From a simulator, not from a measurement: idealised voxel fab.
process module | voxel transistor to metal
cross-section cut | 295 nm wide | cells 5 nm
A cross-section is a grid of square cells, given in bands from the top down. A band is one or more rows of cells.
Each band's line starts with the height of the band's top and of its bottom, in nm. Then come its materials from left to right, each with its width in nm. One material with "throughout" fills the band from edge to edge. "air" is empty space.
Height 0 is the level under which the wafer as received is all one material. The lowest band goes on downwards, as in "0 down".
A width such as "30 to 40" changes by the same amount from each row of cells to the next, from the band's top row to its bottom row.
"no change" after a step means that no cell of the cross-section changed.
closed voids: empty space of 8 cells or more with no open way to the top, each as width x height at its distance from the left edge, in nm
after a step's settings: what the simulator itself notes on the step
overlay nm, on a step with a mask: how far to the right of its planned place the mask lay; to the left if negative
Each pair below shows a cross-section before one step and the cross-section after it, down to the lowest band that changed. The line under each pair gives the step between them, with its settings. The pairs can come from different runs of this module on the same starting wafer, so a pair continues from the pair above only where its "before" says so.
before
  50 to 35: air 35 | W 15 | air 60 | W 15 | air 40 | W 15 | air 60 | W 15 | air 40
  35 to 30: air 35 | TiN 15 | air 60 | TiN 15 | air 40 | TiN 15 | air 60 | TiN 15 | air 40
  30 to 15: SiO2 35 | TiN 5 | Ru 5 | TiN 5 | SiO2 60 | TiN 5 | Ru 5 | TiN 5 | SiO2 40 | TiN 5 | Ru 5 | TiN 5 | SiO2 60 | TiN 5 | Ru 5 | TiN 5 | SiO2 40
  15 to 10: SiO2 35 | TiN 5 | Ru 5 | TiN 5 | SiO2 10 | SiN 5 | HfO2 5 | TiN 5 | W 10 | TiN 5 | HfO2 5 | SiN 5 | SiO2 10 | TiN 5 | Ru 5 | TiN 5 | SiO2 40 | TiN 5 | Ru 5 | TiN 5 | SiO2 10 | SiN 5 | HfO2 5 | TiN 5 | W 10 | TiN 5 | HfO2 5 | SiN 5 | SiO2 10 | TiN 5 | Ru 5 | TiN 5 | SiO2 40
  10 to 5: SiO2 35 | TiN 15 | SiO2 10 | SiN 5 | HfO2 5 | TiN 5 | W 10 | TiN 5 | HfO2 5 | SiN 5 | SiO2 10 | TiN 15 | SiO2 40 | TiN 15 | SiO2 10 | SiN 5 | HfO2 5 | TiN 5 | W 10 | TiN 5 | HfO2 5 | SiN 5 | SiO2 10 | TiN 15 | SiO2 40
  5 to 0: SiO2 35 | TiN 10 | nSi 15 | SiN 5 | HfO2 5 | TiN 5 | W 10 | TiN 5 | HfO2 5 | SiN 5 | nSi 15 | TiN 10 | SiO2 40 | TiN 10 | nSi 15 | SiN 5 | HfO2 5 | TiN 5 | W 10 | TiN 5 | HfO2 5 | SiN 5 | nSi 15 | TiN 10 | SiO2 40
  0 to -5: SiO2 35 | TiN 10 | nSi 15 | SiN 5 | HfO2 5 | TiN 20 | HfO2 5 | SiN 5 | nSi 15 | TiN 10 | SiO2 40 | TiN 10 | nSi 15 | SiN 5 | HfO2 5 | TiN 20 | HfO2 5 | SiN 5 | nSi 15 | TiN 10 | SiO2 40
  -5 to -10: SiO2 35 | TiN 10 | nSi 15 | HfO2 40 | nSi 15 | TiN 10 | SiO2 40 | TiN 10 | nSi 15 | HfO2 40 | nSi 15 | TiN 10 | SiO2 40
  -10 to -25: SiO2 25 | nSi 35 | Si 40 | nSi 40 | SiO2 15 | nSi 35 | Si 40 | nSi 40 | SiO2 25
  -25 to -40: SiO2 25 | Si 115 | SiO2 15 | Si 115 | SiO2 25
  -40 down: Si throughout
  closed voids: none
after
  55 to 50: air 30 | SiCN 25 | air 50 | SiCN 25 | air 30 | SiCN 25 | air 50 | SiCN 25 | air 35
  50 to 35: air 30 | SiCN 5 | W 15 | SiCN 5 | air 50 | SiCN 5 | W 15 | SiCN 5 | air 30 | SiCN 5 | W 15 | SiCN 5 | air 50 | SiCN 5 | W 15 | SiCN 5 | air 35
  35 to 30: SiCN 35 | TiN 15 | SiCN 60 | TiN 15 | SiCN 40 | TiN 15 | SiCN 60 | TiN 15 | SiCN 40
  below 30: unchanged
  closed voids: none
the step between: op CONFORMAL_DEP | material SiCN | thk nm 5
before: the cross-section after the pair above
after
  65 to 55: lowk throughout
  55 to 50: lowk 30 | SiCN 25 | lowk 50 | SiCN 25 | lowk 30 | SiCN 25 | lowk 50 | SiCN 25 | lowk 35
  50 to 35: lowk 30 | SiCN 5 | W 15 | SiCN 5 | lowk 50 | SiCN 5 | W 15 | SiCN 5 | lowk 30 | SiCN 5 | W 15 | SiCN 5 | lowk 50 | SiCN 5 | W 15 | SiCN 5 | lowk 35
  below 35: unchanged
  closed voids: none
the step between: op FILL_DEP | material lowk | thk nm 10
before: the cross-section after the pair above
after
  50 to 35: lowk 30 | SiCN 5 | W 15 | SiCN 5 | lowk 50 | SiCN 5 | W 15 | SiCN 5 | lowk 30 | SiCN 5 | W 15 | SiCN 5 | lowk 50 | SiCN 5 | W 15 | SiCN 5 | lowk 35
  below 35: unchanged
  closed voids: none
the step between: op CMP | height nm 50
before: the cross-section after the pair above
after
  55 to 50: SiCN throughout
  below 50: unchanged
  closed voids: none
the step between: op CONFORMAL_DEP | material SiCN | thk nm 5
before
  50 to 35: W throughout
  35 to 30: TiN throughout
  30 to 15: SiO2 35 | TiN 5 | Ru 5 | TiN 5 | SiO2 60 | TiN 5 | Ru 5 | TiN 5 | SiO2 40 | TiN 5 | Ru 5 | TiN 5 | SiO2 60 | TiN 5 | Ru 5 | TiN 5 | SiO2 40
  15 to 10: SiO2 35 | TiN 5 | Ru 5 | TiN 5 | SiO2 10 | SiN 5 | HfO2 5 | TiN 5 | W 10 | TiN 5 | HfO2 5 | SiN 5 | SiO2 10 | TiN 5 | Ru 5 | TiN 5 | SiO2 40 | TiN 5 | Ru 5 | TiN 5 | SiO2 10 | SiN 5 | HfO2 5 | TiN 5 | W 10 | TiN 5 | HfO2 5 | SiN 5 | SiO2 10 | TiN 5 | Ru 5 | TiN 5 | SiO2 40
  10 to 5: SiO2 35 | TiN 15 | SiO2 10 | SiN 5 | HfO2 5 | TiN 5 | W 10 | TiN 5 | HfO2 5 | SiN 5 | SiO2 10 | TiN 15 | SiO2 40 | TiN 15 | SiO2 10 | SiN 5 | HfO2 5 | TiN 5 | W 10 | TiN 5 | HfO2 5 | SiN 5 | SiO2 10 | TiN 15 | SiO2 40
  5 to 0: SiO2 35 | TiN 10 | nSi 15 | SiN 5 | HfO2 5 | TiN 5 | W 10 | TiN 5 | HfO2 5 | SiN 5 | nSi 15 | TiN 10 | SiO2 40 | TiN 10 | nSi 15 | SiN 5 | HfO2 5 | TiN 5 | W 10 | TiN 5 | HfO2 5 | SiN 5 | nSi 15 | TiN 10 | SiO2 40
  0 to -5: SiO2 35 | TiN 10 | nSi 15 | SiN 5 | HfO2 5 | TiN 20 | HfO2 5 | SiN 5 | nSi 15 | TiN 10 | SiO2 40 | TiN 10 | nSi 15 | SiN 5 | HfO2 5 | TiN 20 | HfO2 5 | SiN 5 | nSi 15 | TiN 10 | SiO2 40
  -5 to -10: SiO2 35 | TiN 10 | nSi 15 | HfO2 40 | nSi 15 | TiN 10 | SiO2 40 | TiN 10 | nSi 15 | HfO2 40 | nSi 15 | TiN 10 | SiO2 40
  -10 to -25: SiO2 25 | nSi 35 | Si 40 | nSi 35 | SiO2 20 | nSi 35 | Si 40 | nSi 35 | SiO2 30
  -25 to -40: SiO2 25 | Si 110 | SiO2 20 | Si 110 | SiO2 30
  -40 down: Si throughout
  closed voids: none
after
  70 to 50: air 40 | resist 15 | air 60 | resist 15 | air 40 | resist 15 | air 60 | resist 15 | air 35
  below 50: unchanged
  closed voids: none
the step between: op PATTERN | tone cover | mask id METAL_1 | material resist | width nm 15 | thk nm 20 | overlay nm 5
before: the cross-section after the pair above
after
  70 to 50: air 40 | resist 15 | air 60 | resist 15 | air 40 | resist 15 | air 60 | resist 15 | air 35
  50 to 35: air 40 | W 15 | air 60 | W 15 | air 40 | W 15 | air 60 | W 15 | air 35
  below 35: unchanged
  closed voids: none
the step between: op DIRECTIONAL_ETCH | etch materials W | depth nm 15
before: the cross-section after the pair above
after
  70 to 50: air 40 | resist 15 | air 60 | resist 15 | air 40 | resist 15 | air 60 | resist 15 | air 35
  50 to 35: air 40 | W 15 | air 60 | W 15 | air 40 | W 15 | air 60 | W 15 | air 35
  35 to 30: air 40 | TiN 15 | air 60 | TiN 15 | air 40 | TiN 15 | air 60 | TiN 15 | air 35
  below 30: unchanged
  closed voids: none
the step between: op DIRECTIONAL_ETCH | etch materials TiN | depth nm 5
before: the cross-section after the pair above
after
  50 to 35: air 40 | W 15 | air 60 | W 15 | air 40 | W 15 | air 60 | W 15 | air 35
  below 35: unchanged
  closed voids: none
the step between: op STRIP | etch materials resist
before: the cross-section after the pair above
after
  55 to 50: air 35 | SiCN 25 | air 50 | SiCN 25 | air 30 | SiCN 25 | air 50 | SiCN 25 | air 30
  50 to 35: air 35 | SiCN 5 | W 15 | SiCN 5 | air 50 | SiCN 5 | W 15 | SiCN 5 | air 30 | SiCN 5 | W 15 | SiCN 5 | air 50 | SiCN 5 | W 15 | SiCN 5 | air 30
  35 to 30: SiCN 40 | TiN 15 | SiCN 60 | TiN 15 | SiCN 40 | TiN 15 | SiCN 60 | TiN 15 | SiCN 35
  below 30: unchanged
  closed voids: none
the step between: op CONFORMAL_DEP | material SiCN | thk nm 5
before: the cross-section after the pair above
after
  65 to 55: lowk throughout
  55 to 50: lowk 35 | SiCN 25 | lowk 50 | SiCN 25 | lowk 30 | SiCN 25 | lowk 50 | SiCN 25 | lowk 30
  50 to 35: lowk 35 | SiCN 5 | W 15 | SiCN 5 | lowk 50 | SiCN 5 | W 15 | SiCN 5 | lowk 30 | SiCN 5 | W 15 | SiCN 5 | lowk 50 | SiCN 5 | W 15 | SiCN 5 | lowk 30
  below 35: unchanged
  closed voids: none
the step between: op FILL_DEP | material lowk | thk nm 10
before: the cross-section after the pair above
after
  50 to 35: lowk 35 | SiCN 5 | W 15 | SiCN 5 | lowk 50 | SiCN 5 | W 15 | SiCN 5 | lowk 30 | SiCN 5 | W 15 | SiCN 5 | lowk 50 | SiCN 5 | W 15 | SiCN 5 | lowk 30
  below 35: unchanged
  closed voids: none
the step between: op CMP | height nm 50
before: the cross-section after the pair above
after
  55 to 50: SiCN throughout
  below 50: unchanged
  closed voids: none
the step between: op CONFORMAL_DEP | material SiCN | thk nm 5
before
  15 to 5: SiO2 60 | SiN 5 | HfO2 5 | TiN 5 | W 10 | TiN 5 | HfO2 5 | SiN 5 | SiO2 90 | SiN 5 | HfO2 5 | TiN 5 | W 10 | TiN 5 | HfO2 5 | SiN 5 | SiO2 65
  5 to 0: SiO2 45 | nSi 15 | SiN 5 | HfO2 5 | TiN 5 | W 10 | TiN 5 | HfO2 5 | SiN 5 | nSi 15 | SiO2 60 | nSi 15 | SiN 5 | HfO2 5 | TiN 5 | W 10 | TiN 5 | HfO2 5 | SiN 5 | nSi 15 | SiO2 50
  0 to -5: SiO2 45 | nSi 15 | SiN 5 | HfO2 5 | TiN 20 | HfO2 5 | SiN 5 | nSi 15 | SiO2 60 | nSi 15 | SiN 5 | HfO2 5 | TiN 20 | HfO2 5 | SiN 5 | nSi 15 | SiO2 50
  -5 to -10: SiO2 45 | nSi 15 | HfO2 40 | nSi 15 | SiO2 60 | nSi 15 | HfO2 40 | nSi 15 | SiO2 50
  -10 to -25: SiO2 25 | nSi 35 | Si 40 | nSi 35 | SiO2 20 | nSi 35 | Si 40 | nSi 35 | SiO2 30
  -25 to -40: SiO2 25 | Si 110 | SiO2 20 | Si 110 | SiO2 30
  -40 down: Si throughout
  closed voids: none
after
  30 to 15: W throughout
  below 15: unchanged
  closed voids: none
the step between: op DIRECTIONAL_DEP | material W | thk nm 15
before: the cross-section after the pair above
after
  50 to 30: resist 35 | air 15 | resist 60 | air 15 | resist 40 | air 15 | resist 60 | air 15 | resist 40
  below 30: unchanged
  closed voids: none
the step between: op PATTERN | tone open | mask id CONTACT | material resist | width nm 15 | thk nm 20 | overlay nm 0
before: the cross-section after the pair above
after
  30 to 15: W throughout
  below 15: unchanged
  closed voids: none
the step between: op STRIP | etch materials resist
before: the cross-section after the pair above
after
  35 to 30: TiN throughout
  below 30: unchanged
  closed voids: none
the step between: op CONFORMAL_DEP | material TiN | thk nm 5
before: the cross-section after the pair above
after
  45 to 35: Ru throughout
  below 35: unchanged
  closed voids: none
the step between: op FILL_DEP | material Ru | thk nm 10
before: the cross-section after the pair above
after
  30 to 15: W throughout
  below 15: unchanged
  closed voids: none
the step between: op CMP | height nm 30
before: the cross-section after the pair above
after
  35 to 30: TiN throughout
  below 30: unchanged
  closed voids: none
the step between: op DIRECTIONAL_DEP | material TiN | thk nm 5
before: the cross-section after the pair above
after
  50 to 35: W throughout
  below 35: unchanged
  closed voids: none
the step between: op DIRECTIONAL_DEP | material W | thk nm 15
before: the cross-section after the pair above
after
  70 to 50: air 35 | resist 15 | air 60 | resist 15 | air 40 | resist 15 | air 60 | resist 15 | air 40
  below 50: unchanged
  closed voids: none
the step between: op PATTERN | tone cover | mask id METAL_1 | material resist | width nm 15 | thk nm 20 | overlay nm 0
before: the cross-section after the pair above
after
  70 to 50: air 35 | resist 15 | air 60 | resist 15 | air 40 | resist 15 | air 60 | resist 15 | air 40
  50 to 35: air 35 | W 15 | air 60 | W 15 | air 40 | W 15 | air 60 | W 15 | air 40
  below 35: unchanged
  closed voids: none
the step between: op DIRECTIONAL_ETCH | etch materials W | depth nm 15
before: the cross-section after the pair above
after
  70 to 50: air 35 | resist 15 | air 60 | resist 15 | air 40 | resist 15 | air 60 | resist 15 | air 40
  50 to 35: air 35 | W 15 | air 60 | W 15 | air 40 | W 15 | air 60 | W 15 | air 40
  35 to 30: air 35 | TiN 15 | air 60 | TiN 15 | air 40 | TiN 15 | air 60 | TiN 15 | air 40
  below 30: unchanged
  closed voids: none
the step between: op DIRECTIONAL_ETCH | etch materials TiN | depth nm 5
before: the cross-section after the pair above
after
  50 to 35: air 35 | W 15 | air 60 | W 15 | air 40 | W 15 | air 60 | W 15 | air 40
  below 35: unchanged
  closed voids: none
the step between: op STRIP | etch materials resist
before: the cross-section after the pair above
after
  55 to 50: air 30 | SiCN 25 | air 50 | SiCN 25 | air 30 | SiCN 25 | air 50 | SiCN 25 | air 35
  50 to 35: air 30 | SiCN 5 | W 15 | SiCN 5 | air 50 | SiCN 5 | W 15 | SiCN 5 | air 30 | SiCN 5 | W 15 | SiCN 5 | air 50 | SiCN 5 | W 15 | SiCN 5 | air 35
  35 to 30: SiCN 35 | TiN 15 | SiCN 60 | TiN 15 | SiCN 40 | TiN 15 | SiCN 60 | TiN 15 | SiCN 40
  below 30: unchanged
  closed voids: none
the step between: op CONFORMAL_DEP | material SiCN | thk nm 5
before: the cross-section after the pair above
after
  65 to 55: lowk throughout
  55 to 50: lowk 30 | SiCN 25 | lowk 50 | SiCN 25 | lowk 30 | SiCN 25 | lowk 50 | SiCN 25 | lowk 35
  50 to 35: lowk 30 | SiCN 5 | W 15 | SiCN 5 | lowk 50 | SiCN 5 | W 15 | SiCN 5 | lowk 30 | SiCN 5 | W 15 | SiCN 5 | lowk 50 | SiCN 5 | W 15 | SiCN 5 | lowk 35
  below 35: unchanged
  closed voids: none
the step between: op FILL_DEP | material lowk | thk nm 10
before: the cross-section after the pair above
after
  50 to 35: lowk 30 | SiCN 5 | W 15 | SiCN 5 | lowk 50 | SiCN 5 | W 15 | SiCN 5 | lowk 30 | SiCN 5 | W 15 | SiCN 5 | lowk 50 | SiCN 5 | W 15 | SiCN 5 | lowk 35
  below 35: unchanged
  closed voids: none
the step between: op CMP | height nm 50
before: the cross-section after the pair above
after
  55 to 50: SiCN throughout
  below 50: unchanged
  closed voids: none
the step between: op CONFORMAL_DEP | material SiCN | thk nm 5
before
  30 to 15: SiO2 throughout
  15 to 5: SiO2 60 | SiN 5 | HfO2 5 | TiN 5 | W 10 | TiN 5 | HfO2 5 | SiN 5 | SiO2 90 | SiN 5 | HfO2 5 | TiN 5 | W 10 | TiN 5 | HfO2 5 | SiN 5 | SiO2 65
  5 to 0: SiO2 45 | nSi 15 | SiN 5 | HfO2 5 | TiN 5 | W 10 | TiN 5 | HfO2 5 | SiN 5 | nSi 15 | SiO2 60 | nSi 15 | SiN 5 | HfO2 5 | TiN 5 | W 10 | TiN 5 | HfO2 5 | SiN 5 | nSi 15 | SiO2 50
  0 to -5: SiO2 45 | nSi 15 | SiN 5 | HfO2 5 | TiN 20 | HfO2 5 | SiN 5 | nSi 15 | SiO2 60 | nSi 15 | SiN 5 | HfO2 5 | TiN 20 | HfO2 5 | SiN 5 | nSi 15 | SiO2 50
  -5 to -10: SiO2 45 | nSi 15 | HfO2 40 | nSi 15 | SiO2 60 | nSi 15 | HfO2 40 | nSi 15 | SiO2 50
  -10 to -25: SiO2 25 | nSi 35 | Si 40 | nSi 35 | SiO2 20 | nSi 35 | Si 40 | nSi 35 | SiO2 30
  -25 to -40: SiO2 25 | Si 110 | SiO2 20 | Si 110 | SiO2 30
  -40 down: Si throughout
  closed voids: none
after
  50 to 30: air 35 | resist 15 | air 60 | resist 15 | air 40 | resist 15 | air 60 | resist 15 | air 40
  below 30: unchanged
  closed voids: none
the step between: op PATTERN | tone cover | mask id CONTACT | material resist | width nm 15 | thk nm 20 | overlay nm 0
before: the cross-section after the pair above
after
  50 to 30: air 35 | resist 15 | air 60 | resist 15 | air 40 | resist 15 | air 60 | resist 15 | air 40
  30 to 15: air 35 | SiO2 15 | air 60 | SiO2 15 | air 40 | SiO2 15 | air 60 | SiO2 15 | air 40
  15 to 5: air 35 | SiO2 15 | air 10 | SiN 5 | HfO2 5 | TiN 5 | W 10 | TiN 5 | HfO2 5 | SiN 5 | air 10 | SiO2 15 | air 40 | SiO2 15 | air 10 | SiN 5 | HfO2 5 | TiN 5 | W 10 | TiN 5 | HfO2 5 | SiN 5 | air 10 | SiO2 15 | air 40
  5 to 0: air 35 | SiO2 10 | nSi 15 | SiN 5 | HfO2 5 | TiN 5 | W 10 | TiN 5 | HfO2 5 | SiN 5 | nSi 15 | SiO2 10 | air 40 | SiO2 10 | nSi 15 | SiN 5 | HfO2 5 | TiN 5 | W 10 | TiN 5 | HfO2 5 | SiN 5 | nSi 15 | SiO2 10 | air 40
  0 to -5: air 35 | SiO2 10 | nSi 15 | SiN 5 | HfO2 5 | TiN 20 | HfO2 5 | SiN 5 | nSi 15 | SiO2 10 | air 40 | SiO2 10 | nSi 15 | SiN 5 | HfO2 5 | TiN 20 | HfO2 5 | SiN 5 | nSi 15 | SiO2 10 | air 40
  -5 to -10: air 35 | SiO2 10 | nSi 15 | HfO2 40 | nSi 15 | SiO2 10 | air 40 | SiO2 10 | nSi 15 | HfO2 40 | nSi 15 | SiO2 10 | air 40
  below -10: unchanged
  closed voids: none
the step between: op DIRECTIONAL_ETCH | etch materials SiO2 | depth nm 40
before: the cross-section after the pair above
after
  30 to 15: air 35 | SiO2 15 | air 60 | SiO2 15 | air 40 | SiO2 15 | air 60 | SiO2 15 | air 40
  below 15: unchanged
  closed voids: none
the step between: op STRIP | etch materials resist
before: the cross-section after the pair above
after
  35 to 30: air 30 | TiN 25 | air 50 | TiN 25 | air 30 | TiN 25 | air 50 | TiN 25 | air 35
  30 to 20: air 30 | TiN 5 | SiO2 15 | TiN 5 | air 50 | TiN 5 | SiO2 15 | TiN 5 | air 30 | TiN 5 | SiO2 15 | TiN 5 | air 50 | TiN 5 | SiO2 15 | TiN 5 | air 35
  20 to 15: air 30 | TiN 5 | SiO2 15 | TiN 60 | SiO2 15 | TiN 5 | air 30 | TiN 5 | SiO2 15 | TiN 60 | SiO2 15 | TiN 5 | air 35
  15 to 5: air 30 | TiN 5 | SiO2 15 | TiN 10 | SiN 5 | HfO2 5 | TiN 5 | W 10 | TiN 5 | HfO2 5 | SiN 5 | TiN 10 | SiO2 15 | TiN 5 | air 30 | TiN 5 | SiO2 15 | TiN 10 | SiN 5 | HfO2 5 | TiN 5 | W 10 | TiN 5 | HfO2 5 | SiN 5 | TiN 10 | SiO2 15 | TiN 5 | air 35
  5 to 0: air 30 | TiN 5 | SiO2 10 | nSi 15 | SiN 5 | HfO2 5 | TiN 5 | W 10 | TiN 5 | HfO2 5 | SiN 5 | nSi 15 | SiO2 10 | TiN 5 | air 30 | TiN 5 | SiO2 10 | nSi 15 | SiN 5 | HfO2 5 | TiN 5 | W 10 | TiN 5 | HfO2 5 | SiN 5 | nSi 15 | SiO2 10 | TiN 5 | air 35
  0 to -5: air 30 | TiN 5 | SiO2 10 | nSi 15 | SiN 5 | HfO2 5 | TiN 20 | HfO2 5 | SiN 5 | nSi 15 | SiO2 10 | TiN 5 | air 30 | TiN 5 | SiO2 10 | nSi 15 | SiN 5 | HfO2 5 | TiN 20 | HfO2 5 | SiN 5 | nSi 15 | SiO2 10 | TiN 5 | air 35
  -5 to -10: TiN 35 | SiO2 10 | nSi 15 | HfO2 40 | nSi 15 | SiO2 10 | TiN 40 | SiO2 10 | nSi 15 | HfO2 40 | nSi 15 | SiO2 10 | TiN 40
  below -10: unchanged
  closed voids: none
the step between: op CONFORMAL_DEP | material TiN | thk nm 5
before: the cross-section after the pair above
after
  45 to 35: Ru throughout
  35 to 30: Ru 30 | TiN 25 | Ru 50 | TiN 25 | Ru 30 | TiN 25 | Ru 50 | TiN 25 | Ru 35
  30 to 20: Ru 30 | TiN 5 | SiO2 15 | TiN 5 | Ru 50 | TiN 5 | SiO2 15 | TiN 5 | Ru 30 | TiN 5 | SiO2 15 | TiN 5 | Ru 50 | TiN 5 | SiO2 15 | TiN 5 | Ru 35
  20 to 15: Ru 30 | TiN 5 | SiO2 15 | TiN 60 | SiO2 15 | TiN 5 | Ru 30 | TiN 5 | SiO2 15 | TiN 60 | SiO2 15 | TiN 5 | Ru 35
  15 to 5: Ru 30 | TiN 5 | SiO2 15 | TiN 10 | SiN 5 | HfO2 5 | TiN 5 | W 10 | TiN 5 | HfO2 5 | SiN 5 | TiN 10 | SiO2 15 | TiN 5 | Ru 30 | TiN 5 | SiO2 15 | TiN 10 | SiN 5 | HfO2 5 | TiN 5 | W 10 | TiN 5 | HfO2 5 | SiN 5 | TiN 10 | SiO2 15 | TiN 5 | Ru 35
  5 to 0: Ru 30 | TiN 5 | SiO2 10 | nSi 15 | SiN 5 | HfO2 5 | TiN 5 | W 10 | TiN 5 | HfO2 5 | SiN 5 | nSi 15 | SiO2 10 | TiN 5 | Ru 30 | TiN 5 | SiO2 10 | nSi 15 | SiN 5 | HfO2 5 | TiN 5 | W 10 | TiN 5 | HfO2 5 | SiN 5 | nSi 15 | SiO2 10 | TiN 5 | Ru 35
  0 to -5: Ru 30 | TiN 5 | SiO2 10 | nSi 15 | SiN 5 | HfO2 5 | TiN 20 | HfO2 5 | SiN 5 | nSi 15 | SiO2 10 | TiN 5 | Ru 30 | TiN 5 | SiO2 10 | nSi 15 | SiN 5 | HfO2 5 | TiN 20 | HfO2 5 | SiN 5 | nSi 15 | SiO2 10 | TiN 5 | Ru 35
  below -5: unchanged
  closed voids: none
the step between: op FILL_DEP | material Ru | thk nm 10
before: the cross-section after the pair above
after
  30 to 20: Ru 30 | TiN 5 | SiO2 15 | TiN 5 | Ru 50 | TiN 5 | SiO2 15 | TiN 5 | Ru 30 | TiN 5 | SiO2 15 | TiN 5 | Ru 50 | TiN 5 | SiO2 15 | TiN 5 | Ru 35
  below 20: unchanged
  closed voids: none
the step between: op CMP | height nm 30
before: the cross-section after the pair above
after
  35 to 30: TiN throughout
  below 30: unchanged
  closed voids: none
the step between: op DIRECTIONAL_DEP | material TiN | thk nm 5
before: the cross-section after the pair above
after
  50 to 35: W throughout
  below 35: unchanged
  closed voids: none
the step between: op DIRECTIONAL_DEP | material W | thk nm 15
before: the cross-section after the pair above
after
  70 to 50: air 35 | resist 15 | air 60 | resist 15 | air 40 | resist 15 | air 60 | resist 15 | air 40
  below 50: unchanged
  closed voids: none
the step between: op PATTERN | tone cover | mask id METAL_1 | material resist | width nm 15 | thk nm 20 | overlay nm 0
before: the cross-section after the pair above
after
  70 to 50: air 35 | resist 15 | air 60 | resist 15 | air 40 | resist 15 | air 60 | resist 15 | air 40
  50 to 35: air 35 | W 15 | air 60 | W 15 | air 40 | W 15 | air 60 | W 15 | air 40
  below 35: unchanged
  closed voids: none
the step between: op DIRECTIONAL_ETCH | etch materials W | depth nm 15
before: the cross-section after the pair above
after
  70 to 50: air 35 | resist 15 | air 60 | resist 15 | air 40 | resist 15 | air 60 | resist 15 | air 40
  50 to 35: air 35 | W 15 | air 60 | W 15 | air 40 | W 15 | air 60 | W 15 | air 40
  35 to 30: air 35 | TiN 15 | air 60 | TiN 15 | air 40 | TiN 15 | air 60 | TiN 15 | air 40
  below 30: unchanged
  closed voids: none
the step between: op DIRECTIONAL_ETCH | etch materials TiN | depth nm 5
before: the cross-section after the pair above
after
  50 to 35: air 35 | W 15 | air 60 | W 15 | air 40 | W 15 | air 60 | W 15 | air 40
  below 35: unchanged
  closed voids: none
the step between: op STRIP | etch materials resist
before: the cross-section after the pair above
after
  55 to 50: air 30 | SiCN 25 | air 50 | SiCN 25 | air 30 | SiCN 25 | air 50 | SiCN 25 | air 35
  50 to 35: air 30 | SiCN 5 | W 15 | SiCN 5 | air 50 | SiCN 5 | W 15 | SiCN 5 | air 30 | SiCN 5 | W 15 | SiCN 5 | air 50 | SiCN 5 | W 15 | SiCN 5 | air 35
  35 to 30: SiCN 35 | TiN 15 | SiCN 60 | TiN 15 | SiCN 40 | TiN 15 | SiCN 60 | TiN 15 | SiCN 40
  below 30: unchanged
  closed voids: none
the step between: op CONFORMAL_DEP | material SiCN | thk nm 5
before: the cross-section after the pair above
after
  65 to 55: lowk throughout
  55 to 50: lowk 30 | SiCN 25 | lowk 50 | SiCN 25 | lowk 30 | SiCN 25 | lowk 50 | SiCN 25 | lowk 35
  50 to 35: lowk 30 | SiCN 5 | W 15 | SiCN 5 | lowk 50 | SiCN 5 | W 15 | SiCN 5 | lowk 30 | SiCN 5 | W 15 | SiCN 5 | lowk 50 | SiCN 5 | W 15 | SiCN 5 | lowk 35
  below 35: unchanged
  closed voids: none
the step between: op FILL_DEP | material lowk | thk nm 10
before: the cross-section after the pair above
after
  50 to 35: lowk 30 | SiCN 5 | W 15 | SiCN 5 | lowk 50 | SiCN 5 | W 15 | SiCN 5 | lowk 30 | SiCN 5 | W 15 | SiCN 5 | lowk 50 | SiCN 5 | W 15 | SiCN 5 | lowk 35
  below 35: unchanged
  closed voids: none
the step between: op CMP | height nm 50
before: the cross-section after the pair above
after
  55 to 50: SiCN throughout
  below 50: unchanged
  closed voids: none
the step between: op CONFORMAL_DEP | material SiCN | thk nm 5
